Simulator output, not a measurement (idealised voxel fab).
Process module name: voxel gate over fins
Section cut is 155 nm wide and gridded with 5 nm square cells.
Just so we're on the same page, the cross-sections are grids of square cells, and they're listed out in bands top to bottom, each band one or more rows deep.
First you get the band's top height and its bottom height, in nm, and then the materials it's made of, left to right, with each width in nm. If you see a single material with "all across", that one covers the band edge to edge. "empty" is empty space.
Counting heights begins at 0, where everything beneath is, in the wafer as received, one material. The lowest band has no bottom; it goes on downwards, as "0..down" shows.
The expression "30->40" gives the width at the extremes of the band, the first number at its top row of cells and the second at its bottom row, with the width changing by equal amounts from each row to the next in between.
Where a step carries "no alterations made", the cross-section came out of it unchanged, cell for cell.
For the entry "Enclosed void catalog", the listed items are empty spaces with no open way to the top whose size is 8 cells or more; each item follows the pattern width x height at distance, where distance is from the left edge and all three are in nm.
If you see something after the settings on a step's line, that's the simulator's own remark about that step.
A step's line can hold "overlay nm"; with a mask on that step, the setting says how far right of the planned place the mask lay, while a negative setting says it lay to the left.
[Intended process steps]
step 1: RECEIVE, material Si
step 2: CONFORMAL_DEP, material SiN, thk nm 10
step 3: MASKED_ETCH, tone cover, mask id FINS, width nm 15, pitch nm 55, etch materials SiN, depth nm 10, overlay nm 0
step 4: MASKED_ETCH, tone cover, mask id FINS, width nm 15, pitch nm 55, etch materials Si, depth nm 35, overlay nm 0
step 5: FILL_DEP, material SiO2, thk nm 15
step 6: CMP, height nm 10
step 7: DIRECTIONAL_DEP, material aC, thk nm 10
step 8: PATTERN, tone open, mask id RAIL, material resist, width nm 15, thk nm 25, overlay nm 0
step 9: DIRECTIONAL_ETCH, etch materials aC, depth nm 10
step 10: STRIP, etch materials resist
step 11: DIRECTIONAL_ETCH, etch materials SiO2, depth nm 30
step 12: STRIP, etch materials aC
step 13: CONFORMAL_DEP, material TiN, thk nm 5
step 14: FILL_DEP, material Ru, thk nm 10
step 15: CMP, height nm 10
step 16: SELECTIVE_ETCH, etch materials W Ru TiN, depth nm 30
step 17: FILL_DEP, material SiO2, thk nm 5
step 18: CMP, height nm 10
step 19: SELECTIVE_ETCH, etch materials SiO2, depth nm 25
step 20: STRIP, etch materials SiN
step 21: CONFORMAL_DEP, material HfO2, thk nm 5
step 22: CONFORMAL_DEP, material TiN, thk nm 5
step 23: CONFORMAL_DEP, material TiAl, thk nm 5
step 24: CONFORMAL_DEP, material TiN, thk nm 5
step 25: FILL_DEP, material W, thk nm 10
step 26: CMP, height nm 25
step 27: CONFORMAL_DEP, material SiCN, thk nm 10
Quick note for whoever runs this: the wafers start identical, but the depth nm at step 11 isn't the same across them. The plan just shows what the first wafer had.
[Cross-sectional view of the first of several wafers in the as-received condition, corresponding to the state following step 1]
- 0..down = Si all across
- Enclosed void catalog: none
[Depicted here is the first of several wafers in cross-section, at module completion following the last step, step 27]
- 35..25 = SiCN all across
- 25..20 = W all across
- 20..15 = TiN all across
- 15..10 = TiAl (45), TiN (10), TiAl (45), TiN (10), TiAl (45)
- 10..5 = TiAl (5), TiN (35), TiAl (5), TiN (10), TiAl (5), TiN (35), TiAl (5), TiN (10), TiAl (5), TiN (35), TiAl (5)
- 5..0 = TiAl (5), TiN (5), HfO2 (25), TiN (5), TiAl (5), TiN (10), TiAl (5), TiN (5), HfO2 (25), TiN (5), TiAl (5), TiN (10), TiAl (5), TiN (5), HfO2 (25), TiN (5), TiAl (5)
- 0..-5 = TiAl (5), TiN (5), HfO2 (5), Si (15), HfO2 (5), TiN (5), TiAl (20), TiN (5), HfO2 (5), Si (15), HfO2 (5), TiN (5), TiAl (20), TiN (5), HfO2 (5), Si (15), HfO2 (5), TiN (5), TiAl (5)
- -5..-10 = TiN (10), HfO2 (5), Si (15), HfO2 (5), TiN (30), HfO2 (5), Si (15), HfO2 (5), TiN (30), HfO2 (5), Si (15), HfO2 (5), TiN (10)
- -10..-15 = HfO2 (15), Si (15), HfO2 (40), Si (15), HfO2 (40), Si (15), HfO2 (15)
- -15..-35 = SiO2 (15), Si (15), SiO2 (40), Si (15), SiO2 (40), Si (15), SiO2 (15)
- -35..down = Si all across
- Enclosed void catalog: none
[Last-wafer cross-section at the end of the module]
- 35..25 = SiCN all across
- 25..20 = W all across
- 20..15 = TiN all across
- 15..10 = TiAl (45), TiN (10), TiAl (45), TiN (10), TiAl (45)
- 10..5 = TiAl (5), TiN (35), TiAl (5), TiN (10), TiAl (5), TiN (35), TiAl (5), TiN (10), TiAl (5), TiN (35), TiAl (5)
- 5..0 = TiAl (5), TiN (5), HfO2 (25), TiN (5), TiAl (5), TiN (10), TiAl (5), TiN (5), HfO2 (25), TiN (5), TiAl (5), TiN (10), TiAl (5), TiN (5), HfO2 (25), TiN (5), TiAl (5)
- 0..-5 = TiAl (5), TiN (5), HfO2 (5), Si (15), HfO2 (5), TiN (5), TiAl (20), TiN (5), HfO2 (5), Si (15), HfO2 (5), TiN (5), TiAl (20), TiN (5), HfO2 (5), Si (15), HfO2 (5), TiN (5), TiAl (5)
- -5..-10 = TiN (10), HfO2 (5), Si (15), HfO2 (5), TiN (30), HfO2 (5), Si (15), HfO2 (5), TiN (30), HfO2 (5), Si (15), HfO2 (5), TiN (10)
- -10..-15 = HfO2 (15), Si (15), HfO2 (40), Si (15), HfO2 (40), Si (15), HfO2 (15)
- -15..-20 = SiO2 (15), Si (15), SiO2 (40), Si (15), SiO2 (40), Si (15), SiO2 (15)
- -20..-30 = SiO2 (15), Si (15), SiO2 (10), TiN (5), Ru (5), TiN (5), SiO2 (15), Si (15), SiO2 (40), Si (15), SiO2 (15)
- -30..-35 = SiO2 (15), Si (15), SiO2 (10), TiN (15), SiO2 (15), Si (15), SiO2 (40), Si (15), SiO2 (15)
- -35..down = Si all across
- Enclosed void catalog: none
[Row per wafer, end-of-module: cell gain (+)/loss (-) by material since the wafer came in, then closed voids]
depth nm 30; +49 HfO2; -154 Si; +62 SiCN; +88 SiO2; +49 TiAl; +92 TiN; +31 W; Enclosed void catalog: none
depth nm 35; +49 HfO2; -154 Si; +62 SiCN; +85 SiO2; +49 TiAl; +95 TiN; +31 W; Enclosed void catalog: none
depth nm 40; +49 HfO2; +1 Ru; -154 Si; +62 SiCN; +82 SiO2; +49 TiAl; +97 TiN; +31 W; Enclosed void catalog: none
depth nm 45; +49 HfO2; +2 Ru; -154 Si; +62 SiCN; +79 SiO2; +49 TiAl; +99 TiN; +31 W; Enclosed void catalog: none
depth nm 50; +49 HfO2; +2 Ru; -154 Si; +62 SiCN; +79 SiO2; +49 TiAl; +99 TiN; +31 W; Enclosed void catalog: none
depth nm 55; +49 HfO2; +2 Ru; -154 Si; +62 SiCN; +79 SiO2; +49 TiAl; +99 TiN; +31 W; Enclosed void catalog: none
